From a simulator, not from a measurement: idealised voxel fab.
The following is a process module called voxel wiring stack.
Square cell edge 5 nm, section width 205 nm, ID cut.
We lay out every cross-section as a grid of square cells and spell it out in bands from the top down, where one band means one or more rows of cells. Top, bottom (nm), then materials left to right with widths (nm); lone material tagged "full width" fills the whole band edge to edge; "air" = empty space. Measure heights from 0. That's the level where, below it, the as-received wafer is all one material. The lowest band is bottomless and extends downward; write it as in "0 -> down". It should be noted that a width expressed as "30..40" varies in equal increments from row to row of cells within the band, taking the value of the first number at the top row and that of the second number at the bottom row. Given "no modification" for a step, no cell of the cross-section differs between before and after that step. Enclosed voids (no open way to top), threshold 8 cells or more, entry "closed voids", notation width x height at distance, distance from left edge, nm. Post-settings text on a step line: simulator's own remark regarding the step. A step's line can hold "overlay nm"; with a mask on that step, the setting says how far right of the planned place the mask lay, while a negative setting says it lay to the left.
[Listed below are the process steps as planned]
- 1: op RECEIVE | material Si
- 2: op CONFORMAL_DEP | material SiO2 | thk nm 10
- 3: op DIRECTIONAL_DEP | material TiN | thk nm 5
- 4: op DIRECTIONAL_DEP | material Ru | thk nm 15
- 5: op DIRECTIONAL_DEP | material aC | thk nm 15
- 6: op PATTERN | tone cover | mask id METAL_1 | material resist | width nm 30 | pitch nm 60 | thk nm 35 | overlay nm 0
- 7: op DIRECTIONAL_ETCH | etch materials aC | depth nm 15
- 8: op STRIP | etch materials resist
- 9: op DIRECTIONAL_ETCH | etch materials Ru | depth nm 15
- 10: op DIRECTIONAL_ETCH | etch materials TiN | depth nm 5
- 11: op STRIP | etch materials aC
- 12: op FILL_DEP | material lowk | thk nm 5
- 13: op CMP | height nm 30
- 14: op CONFORMAL_DEP | material SiCN | thk nm 5
- 15: op DIRECTIONAL_DEP | material lowk | thk nm 25
- 16: op PATTERN | tone open | mask id METAL_2 | material resist | width nm 30 | pitch nm 60 | thk nm 20 | overlay nm 0
- 17: op DIRECTIONAL_ETCH | etch materials lowk | depth nm 15
- 18: op STRIP | etch materials resist
- 19: op PATTERN | tone open | mask id METAL_2_HOLES | material resist | width nm 15 | pitch nm 60 | thk nm 20 | overlay nm 0
- 20: op DIRECTIONAL_ETCH | etch materials lowk | depth nm 10
- 21: op DIRECTIONAL_ETCH | etch materials SiCN | depth nm 5
- 22: op STRIP | etch materials resist
- 23: op CONFORMAL_DEP | material TiN | thk nm 5
- 24: op FILL_DEP | material Ru | thk nm 5
- 25: op CMP | height nm 60
- 26: op CONFORMAL_DEP | material SiCN | thk nm 5
- 27: op DIRECTIONAL_DEP | material SiO2 | thk nm 10
- 28: op PATTERN | tone open | mask id PLUG_2 | material resist | width nm 15 | pitch nm 60 | thk nm 20 | overlay nm 0
- 29: op DIRECTIONAL_ETCH | etch materials SiO2 | depth nm 10
- 30: op DIRECTIONAL_ETCH | etch materials SiCN | depth nm 5
- 31: op STRIP | etch materials resist
- 32: op CONFORMAL_DEP | material TiN | thk nm 5
- 33: op FILL_DEP | material W | thk nm 5
- 34: op CMP | height nm 75
- 35: op CONFORMAL_DEP | material SiN | thk nm 5
- 36: op DIRECTIONAL_DEP | material lowk | thk nm 20
- 37: op DIRECTIONAL_DEP | material aC | thk nm 15
- 38: op PATTERN | tone open | mask id METAL_3 | material resist | width nm 30 | pitch nm 60 | thk nm 30 | overlay nm 0
- 39: op DIRECTIONAL_ETCH | etch materials aC | depth nm 15
- 40: op STRIP | etch materials resist
- 41: op DIRECTIONAL_ETCH | etch materials lowk | depth nm 20
- 42: op DIRECTIONAL_ETCH | etch materials SiN | depth nm 5
- 43: op STRIP | etch materials aC
- 44: op CONFORMAL_DEP | material TiN | thk nm 5
- 45: op FILL_DEP | material Ru | thk nm 5
- 46: op CMP | height nm 100
- 47: op CONFORMAL_DEP | material SiN | thk nm 5
[Cross-section, incoming material, after step 1]
* 0 -> down: Si full width
* closed voids: none
[The following cross-section depicts the wafer upon conclusion of the module. Processing commenced from the starting condition illustrated above and adhered to the plan illustrated above, save for one mistake in execution]
* 105 -> 100: SiN full width
* 100 -> 80: 55 of lowk, then 5 of TiN, then 20 of Ru, then 5 of TiN, then 30 of lowk, then 5 of TiN, then 20 of Ru, then 5 of TiN, then 60 of lowk
* 80 -> 75: 55 of SiN, then 30 of TiN, then 30 of SiN, then 30 of TiN, then 60 of SiN
* 75 -> 65: 55 of SiO2, then 5 of TiN, then 5 of W, then 5 of TiN, then 45 of SiO2, then 5 of TiN, then 5 of W, then 5 of TiN, then 75 of SiO2
* 65 -> 60: 55 of SiCN, then 15 of TiN, then 45 of SiCN, then 15 of TiN, then 75 of SiCN
* 60 -> 50: 55 of lowk, then 5 of TiN, then 20 of Ru, then 5 of TiN, then 30 of lowk, then 5 of TiN, then 20 of Ru, then 5 of TiN, then 60 of lowk
* 50 -> 45: 55 of lowk, then 5 of TiN, then 5 of Ru, then 20 of TiN, then 30 of lowk, then 5 of TiN, then 5 of Ru, then 20 of TiN, then 60 of lowk
* 45 -> 35: 55 of lowk, then 5 of TiN, then 5 of Ru, then 5 of TiN, then 45 of lowk, then 5 of TiN, then 5 of Ru, then 5 of TiN, then 75 of lowk
* 35 -> 30: 55 of SiCN, then 15 of TiN, then 45 of SiCN, then 15 of TiN, then 75 of SiCN
* 30 -> 15: 55 of Ru, then 30 of lowk, then 30 of Ru, then 30 of lowk, then 60 of Ru
* 15 -> 10: 55 of TiN, then 30 of lowk, then 30 of TiN, then 30 of lowk, then 60 of TiN
* 10 -> 0: SiO2 full width
* 0 -> down: Si full width
* closed voids: none
What was done differently from what was planned? for step 6, the planned setting was not used; the step was instead run as op PATTERN | tone open | mask id METAL_1 | material resist | width nm 30 | pitch nm 60 | thk nm 35 | overlay nm 0
